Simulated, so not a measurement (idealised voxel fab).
The document below concerns the process module designated voxel wiring stack.
Square cells of 5 nm make up the cross-section cut, whose width is 250 nm.
Throughout this document, each cross-section is represented as a grid of square cells and is presented as a sequence of bands enumerated from the top downward, where a band comprises one or more rows of cells.
The band entry comprises the height of the band's top followed by the height of its bottom, expressed in nm, and subsequently the band's materials from left to right, each stated together with its width in nm. Where a single material is marked with the word "throughout", that material fills the band from edge to edge. The word "blank" represents empty space.
Heights are reckoned from 0. Under this level, the received wafer is all of one material. The bottommost band is open-ended downward, for example "0 nm and below".
A width such as "30->40" changes by the same amount from each row of cells to the next, from the band's top row to its bottom row.
For the purposes of this document, the phrase "nothing was modified" attached to a step denotes that no cell within the cross-section was modified by that step.
"closed voids": empty spaces of 8 cells or more with no open way to the top, each given as width x height at distance, distance from the left edge, all in nm.
Heads up: the bit after the settings on a step's line is the simulator's remark on that step.
The "overlay nm" setting may appear on a step's line; for a step that uses a mask, it gives how far to the right of its planned position the mask lay, and a negative value indicates the left.
### Process steps foreseen in the plan
1) RECEIVE (material Si)
2) CONFORMAL_DEP (material SiO2; thk nm 10)
3) DIRECTIONAL_DEP (material TiN; thk nm 5)
4) DIRECTIONAL_DEP (material Ru; thk nm 15)
5) DIRECTIONAL_DEP (material aC; thk nm 10)
6) PATTERN (tone cover; mask id METAL_1; material resist; width nm 30; pitch nm 50; thk nm 25; overlay nm 0)
7) DIRECTIONAL_ETCH (etch materials aC; depth nm 10)
8) STRIP (etch materials resist)
9) DIRECTIONAL_ETCH (etch materials Ru; depth nm 15)
10) DIRECTIONAL_ETCH (etch materials TiN; depth nm 5)
11) STRIP (etch materials aC)
12) FILL_DEP (material SiO2; thk nm 5)
13) CMP (height nm 30)
14) CONFORMAL_DEP (material SiCN; thk nm 5)
15) DIRECTIONAL_DEP (material lowk; thk nm 30)
16) MASKED_ETCH (tone open; mask id METAL_2; width nm 30; pitch nm 50; etch materials lowk; depth nm 20; overlay nm 0)
17) MASKED_ETCH (tone open; mask id METAL_2_HOLES; width nm 15; pitch nm 100; etch materials lowk; depth nm 10; overlay nm 0)
18) MASKED_ETCH (tone open; mask id METAL_2_HOLES; width nm 15; pitch nm 100; etch materials SiCN; depth nm 5; overlay nm 0)
19) CONFORMAL_DEP (material TiN; thk nm 5)
20) FILL_DEP (material Ru; thk nm 5)
21) CMP (height nm 65)
22) CONFORMAL_DEP (material SiCN; thk nm 5)
23) DIRECTIONAL_DEP (material lowk; thk nm 10)
24) PATTERN (tone open; mask id PLUG_2; material resist; width nm 15; pitch nm 50; thk nm 20; overlay nm 0)
25) DIRECTIONAL_ETCH (etch materials lowk; depth nm 10)
26) DIRECTIONAL_ETCH (etch materials SiCN; depth nm 5)
27) STRIP (etch materials resist)
28) EPI (material Ru; thk nm 10)
29) EPI (material Ru; thk nm 5)
30) CONFORMAL_DEP (material SiCN; thk nm 5)
31) DIRECTIONAL_DEP (material SiO2; thk nm 25)
32) PATTERN (tone open; mask id METAL_3; material resist; width nm 30; pitch nm 50; thk nm 15; overlay nm 0)
33) DIRECTIONAL_ETCH (etch materials SiO2; depth nm 25)
34) DIRECTIONAL_ETCH (etch materials SiCN; depth nm 5)
35) STRIP (etch materials resist)
36) CONFORMAL_DEP (material TiN; thk nm 5)
37) FILL_DEP (material Ru; thk nm 5)
38) CMP (height nm 110)
39) CONFORMAL_DEP (material SiN; thk nm 5)
### First of two wafers - as planned
### As-received state of the wafer in cross-section, equivalent to post-step 1
> 0 nm and below  Si throughout
> closed voids: none
### How the wafer stands in section after step 2
> 10 nm to 0 nm  SiO2 throughout
> Lower than 0, everything is as it was.
### How the wafer stands in section after step 3
> 15 nm to 10 nm  TiN throughout
> Lower than 10, everything is as it was.
### How the wafer stands in section after step 4
> 30 nm to 15 nm  Ru throughout
> Lower than 15, everything is as it was.
### How the wafer stands in section after step 5
> 40 nm to 30 nm  aC throughout
> Lower than 30, everything is as it was.
### How the wafer stands in section after step 6
> 65 nm to 40 nm  blank: 60, resist: 30, blank: 20, resist: 30, blank: 20, resist: 30, blank: 60
> Lower than 40, everything is as it was.
### How the wafer stands in section after step 7
> 55 nm to 40 nm  blank: 60, resist: 30, blank: 20, resist: 30, blank: 20, resist: 30, blank: 60
> 40 nm to 30 nm  blank: 60, aC: 30, blank: 20, aC: 30, blank: 20, aC: 30, blank: 60
> Lower than 30, everything is as it was.
### How the wafer stands in section after step 8
> 40 nm to 30 nm  blank: 60, aC: 30, blank: 20, aC: 30, blank: 20, aC: 30, blank: 60
> Lower than 30, everything is as it was.
### How the wafer stands in section after step 9
> 40 nm to 30 nm  blank: 60, aC: 30, blank: 20, aC: 30, blank: 20, aC: 30, blank: 60
> 30 nm to 15 nm  blank: 60, Ru: 30, blank: 20, Ru: 30, blank: 20, Ru: 30, blank: 60
> Lower than 15, everything is as it was.
### How the wafer stands in section after step 10
> 40 nm to 30 nm  blank: 60, aC: 30, blank: 20, aC: 30, blank: 20, aC: 30, blank: 60
> 30 nm to 15 nm  blank: 60, Ru: 30, blank: 20, Ru: 30, blank: 20, Ru: 30, blank: 60
> 15 nm to 10 nm  blank: 60, TiN: 30, blank: 20, TiN: 30, blank: 20, TiN: 30, blank: 60
> Lower than 10, everything is as it was.
### How the wafer stands in section after step 11
> 30 nm to 15 nm  blank: 60, Ru: 30, blank: 20, Ru: 30, blank: 20, Ru: 30, blank: 60
> Lower than 15, everything is as it was.
### How the wafer stands in section after step 12
> 35 nm to 30 nm  SiO2 throughout
> 30 nm to 15 nm  SiO2: 60, Ru: 30, SiO2: 20, Ru: 30, SiO2: 20, Ru: 30, SiO2: 60
> 15 nm to 10 nm  SiO2: 60, TiN: 30, SiO2: 20, TiN: 30, SiO2: 20, TiN: 30, SiO2: 60
> Lower than 10, everything is as it was.
### How the wafer stands in section after step 13
> 30 nm to 15 nm  SiO2: 60, Ru: 30, SiO2: 20, Ru: 30, SiO2: 20, Ru: 30, SiO2: 60
> Lower than 15, everything is as it was.
### How the wafer stands in section after step 14
> 35 nm to 30 nm  SiCN throughout
> Lower than 30, everything is as it was.
### How the wafer stands in section after step 15
> 65 nm to 35 nm  lowk throughout
> Lower than 35, everything is as it was.
### How the wafer stands in section after step 16
> 65 nm to 45 nm  lowk: 60, blank: 30, lowk: 20, blank: 30, lowk: 20, blank: 30, lowk: 60
> Lower than 45, everything is as it was.
### How the wafer stands in section after step 17
> 65 nm to 45 nm  lowk: 60, blank: 30, lowk: 20, blank: 30, lowk: 20, blank: 30, lowk: 60
> 45 nm to 35 nm  lowk: 60, blank: 15, lowk: 85, blank: 15, lowk: 75
> Lower than 35, everything is as it was.
### How the wafer stands in section after step 18
> 65 nm to 45 nm  lowk: 60, blank: 30, lowk: 20, blank: 30, lowk: 20, blank: 30, lowk: 60
> 45 nm to 35 nm  lowk: 60, blank: 15, lowk: 85, blank: 15, lowk: 75
> 35 nm to 30 nm  SiCN: 60, blank: 15, SiCN: 85, blank: 15, SiCN: 75
> Lower than 30, everything is as it was.
### How the wafer stands in section after step 19
> 70 nm to 65 nm  TiN: 65, blank: 20, TiN: 30, blank: 20, TiN: 30, blank: 20, TiN: 65
> 65 nm to 50 nm  lowk: 60, TiN: 5, blank: 20, TiN: 5, lowk: 20, TiN: 5, blank: 20, TiN: 5, lowk: 20, TiN: 5, blank: 20, TiN: 5, lowk: 60
> 50 nm to 45 nm  lowk: 60, TiN: 5, blank: 5, TiN: 20, lowk: 20, TiN: 30, lowk: 20, TiN: 5, blank: 5, TiN: 20, lowk: 60
> 45 nm to 35 nm  lowk: 60, TiN: 5, blank: 5, TiN: 5, lowk: 85, TiN: 5, blank: 5, TiN: 5, lowk: 75
> 35 nm to 30 nm  SiCN: 60, TiN: 15, SiCN: 85, TiN: 15, SiCN: 75
> Lower than 30, everything is as it was.
### How the wafer stands in section after step 20
> 75 nm to 70 nm  Ru throughout
> 70 nm to 65 nm  TiN: 65, Ru: 20, TiN: 30, Ru: 20, TiN: 30, Ru: 20, TiN: 65
> 65 nm to 50 nm  lowk: 60, TiN: 5, Ru: 20, TiN: 5, lowk: 20, TiN: 5, Ru: 20, TiN: 5, lowk: 20, TiN: 5, Ru: 20, TiN: 5, lowk: 60
> 50 nm to 45 nm  lowk: 60, TiN: 5, Ru: 5, TiN: 20, lowk: 20, TiN: 30, lowk: 20, TiN: 5, Ru: 5, TiN: 20, lowk: 60
> 45 nm to 35 nm  lowk: 60, TiN: 5, Ru: 5, TiN: 5, lowk: 85, TiN: 5, Ru: 5, TiN: 5, lowk: 75
> Lower than 35, everything is as it was.
### How the wafer stands in section after step 21
> 65 nm to 50 nm  lowk: 60, TiN: 5, Ru: 20, TiN: 5, lowk: 20, TiN: 5, Ru: 20, TiN: 5, lowk: 20, TiN: 5, Ru: 20, TiN: 5, lowk: 60
> Lower than 50, everything is as it was.
### How the wafer stands in section after step 22
> 70 nm to 65 nm  SiCN throughout
> Lower than 65, everything is as it was.
### How the wafer stands in section after step 23
> 80 nm to 70 nm  lowk throughout
> Lower than 70, everything is as it was.
### How the wafer stands in section after step 24
> 100 nm to 80 nm  resist: 60, blank: 15, resist: 35, blank: 15, resist: 35, blank: 15, resist: 75
> Lower than 80, everything is as it was.
### How the wafer stands in section after step 25
> 100 nm to 80 nm  resist: 60, blank: 15, resist: 35, blank: 15, resist: 35, blank: 15, resist: 75
> 80 nm to 70 nm  lowk: 60, blank: 15, lowk: 35, blank: 15, lowk: 35, blank: 15, lowk: 75
> Lower than 70, everything is as it was.
### How the wafer stands in section after step 26
> 100 nm to 80 nm  resist: 60, blank: 15, resist: 35, blank: 15, resist: 35, blank: 15, resist: 75
> 80 nm to 70 nm  lowk: 60, blank: 15, lowk: 35, blank: 15, lowk: 35, blank: 15, lowk: 75
> 70 nm to 65 nm  SiCN: 60, blank: 15, SiCN: 35, blank: 15, SiCN: 35, blank: 15, SiCN: 75
> Lower than 65, everything is as it was.
### How the wafer stands in section after step 27
> 80 nm to 70 nm  lowk: 60, blank: 15, lowk: 35, blank: 15, lowk: 35, blank: 15, lowk: 75
> Lower than 70, everything is as it was.
### How the wafer stands in section after step 28
> 80 nm to 75 nm  lowk: 60, blank: 15, lowk: 35, blank: 15, lowk: 35, blank: 15, lowk: 75
> 75 nm to 70 nm  lowk: 60, Ru: 15, lowk: 35, Ru: 15, lowk: 35, Ru: 15, lowk: 75
> 70 nm to 65 nm  SiCN: 60, Ru: 15, SiCN: 35, Ru: 15, SiCN: 35, Ru: 15, SiCN: 75
> Lower than 65, everything is as it was.
### How the wafer stands in section after step 29
> 80 nm to 70 nm  lowk: 60, Ru: 15, lowk: 35, Ru: 15, lowk: 35, Ru: 15, lowk: 75
> Lower than 70, everything is as it was.
### How the wafer stands in section after step 30
> 85 nm to 80 nm  SiCN throughout
> Lower than 80, everything is as it was.
### How the wafer stands in section after step 31
> 110 nm to 85 nm  SiO2 throughout
> Lower than 85, everything is as it was.
### How the wafer stands in section after step 32
> 125 nm to 110 nm  resist: 60, blank: 30, resist: 20, blank: 30, resist: 20, blank: 30, resist: 60
> Lower than 110, everything is as it was.
### How the wafer stands in section after step 33
> 125 nm to 110 nm  resist: 60, blank: 30, resist: 20, blank: 30, resist: 20, blank: 30, resist: 60
> 110 nm to 85 nm  SiO2: 60, blank: 30, SiO2: 20, blank: 30, SiO2: 20, blank: 30, SiO2: 60
> Lower than 85, everything is as it was.
### How the wafer stands in section after step 34
> 125 nm to 110 nm  resist: 60, blank: 30, resist: 20, blank: 30, resist: 20, blank: 30, resist: 60
> 110 nm to 85 nm  SiO2: 60, blank: 30, SiO2: 20, blank: 30, SiO2: 20, blank: 30, SiO2: 60
> 85 nm to 80 nm  SiCN: 60, blank: 30, SiCN: 20, blank: 30, SiCN: 20, blank: 30, SiCN: 60
> Lower than 80, everything is as it was.
### How the wafer stands in section after step 35
> 110 nm to 85 nm  SiO2: 60, blank: 30, SiO2: 20, blank: 30, SiO2: 20, blank: 30, SiO2: 60
> Lower than 85, everything is as it was.
### How the wafer stands in section after step 36
> 115 nm to 110 nm  TiN: 65, blank: 20, TiN: 30, blank: 20, TiN: 30, blank: 20, TiN: 65
> 110 nm to 85 nm  SiO2: 60, TiN: 5, blank: 20, TiN: 5, SiO2: 20, TiN: 5, blank: 20, TiN: 5, SiO2: 20, TiN: 5, blank: 20, TiN: 5, SiO2: 60
> 85 nm to 80 nm  SiCN: 60, TiN: 30, SiCN: 20, TiN: 30, SiCN: 20, TiN: 30, SiCN: 60
> Lower than 80, everything is as it was.
### How the wafer stands in section after step 37
> 120 nm to 115 nm  Ru throughout
> 115 nm to 110 nm  TiN: 65, Ru: 20, TiN: 30, Ru: 20, TiN: 30, Ru: 20, TiN: 65
> 110 nm to 85 nm  SiO2: 60, TiN: 5, Ru: 20, TiN: 5, SiO2: 20, TiN: 5, Ru: 20, TiN: 5, SiO2: 20, TiN: 5, Ru: 20, TiN: 5, SiO2: 60
> Lower than 85, everything is as it was.
### How the wafer stands in section after step 38
> 110 nm to 85 nm  SiO2: 60, TiN: 5, Ru: 20, TiN: 5, SiO2: 20, TiN: 5, Ru: 20, TiN: 5, SiO2: 20, TiN: 5, Ru: 20, TiN: 5, SiO2: 60
> Lower than 85, everything is as it was.
### How the wafer stands in section after step 39
> 115 nm to 110 nm  SiN throughout
> Lower than 110, everything is as it was.
### The remaining wafer, second of the two, started like the first and was run to the same plan, except that one mistake was made along the way; the two coincide through step 31, inclusive
### At the planned end of step 32, the second wafer in cross-section
> 125 nm to 110 nm  blank: 60, resist: 30, blank: 20, resist: 30, blank: 20, resist: 30, blank: 60
> Lower than 110, everything is as it was.
### At the planned end of step 33, the second wafer in cross-section
> 125 nm to 110 nm  blank: 60, resist: 30, blank: 20, resist: 30, blank: 20, resist: 30, blank: 60
> 110 nm to 85 nm  blank: 60, SiO2: 30, blank: 20, SiO2: 30, blank: 20, SiO2: 30, blank: 60
> Lower than 85, everything is as it was.
### At the planned end of step 34, the second wafer in cross-section
> 125 nm to 110 nm  blank: 60, resist: 30, blank: 20, resist: 30, blank: 20, resist: 30, blank: 60
> 110 nm to 85 nm  blank: 60, SiO2: 30, blank: 20, SiO2: 30, blank: 20, SiO2: 30, blank: 60
> 85 nm to 80 nm  blank: 60, SiCN: 30, blank: 20, SiCN: 30, blank: 20, SiCN: 30, blank: 60
> Lower than 80, everything is as it was.
### At the planned end of step 35, the second wafer in cross-section
> 110 nm to 85 nm  blank: 60, SiO2: 30, blank: 20, SiO2: 30, blank: 20, SiO2: 30, blank: 60
> Lower than 85, everything is as it was.
### At the planned end of step 36, the second wafer in cross-section
> 115 nm to 110 nm  blank: 55, TiN: 40, blank: 10, TiN: 40, blank: 10, TiN: 40, blank: 55
> 110 nm to 85 nm  blank: 55, TiN: 5, SiO2: 30, TiN: 5, blank: 10, TiN: 5, SiO2: 30, TiN: 5, blank: 10, TiN: 5, SiO2: 30, TiN: 5, blank: 55
> 85 nm to 80 nm  TiN: 60, SiCN: 30, TiN: 20, SiCN: 30, TiN: 20, SiCN: 30, TiN: 60
> Lower than 80, everything is as it was.
### At the planned end of step 37, the second wafer in cross-section
> 120 nm to 115 nm  Ru throughout
> 115 nm to 110 nm  Ru: 55, TiN: 40, Ru: 10, TiN: 40, Ru: 10, TiN: 40, Ru: 55
> 110 nm to 85 nm  Ru: 55, TiN: 5, SiO2: 30, TiN: 5, Ru: 10, TiN: 5, SiO2: 30, TiN: 5, Ru: 10, TiN: 5, SiO2: 30, TiN: 5, Ru: 55
> Lower than 85, everything is as it was.
### At the planned end of step 38, the second wafer in cross-section
> 110 nm to 85 nm  Ru: 55, TiN: 5, SiO2: 30, TiN: 5, Ru: 10, TiN: 5, SiO2: 30, TiN: 5, Ru: 10, TiN: 5, SiO2: 30, TiN: 5, Ru: 55
> Lower than 85, everything is as it was.
### At the planned end of step 39, the second wafer in cross-section
> 115 nm to 110 nm  SiN throughout
> Lower than 110, everything is as it was.
Short version of what went wrong: step 32 did not happen as planned, as run it was PATTERN (tone cover; mask id METAL_3; material resist; width nm 30; pitch nm 50; thk nm 15; overlay nm 0)
Upon completion, the second wafer contains, in terms of cells, a greater or smaller amount of certain materials than the first wafer: +70 Ru; -14 SiCN; -70 SiO2; +14 TiN
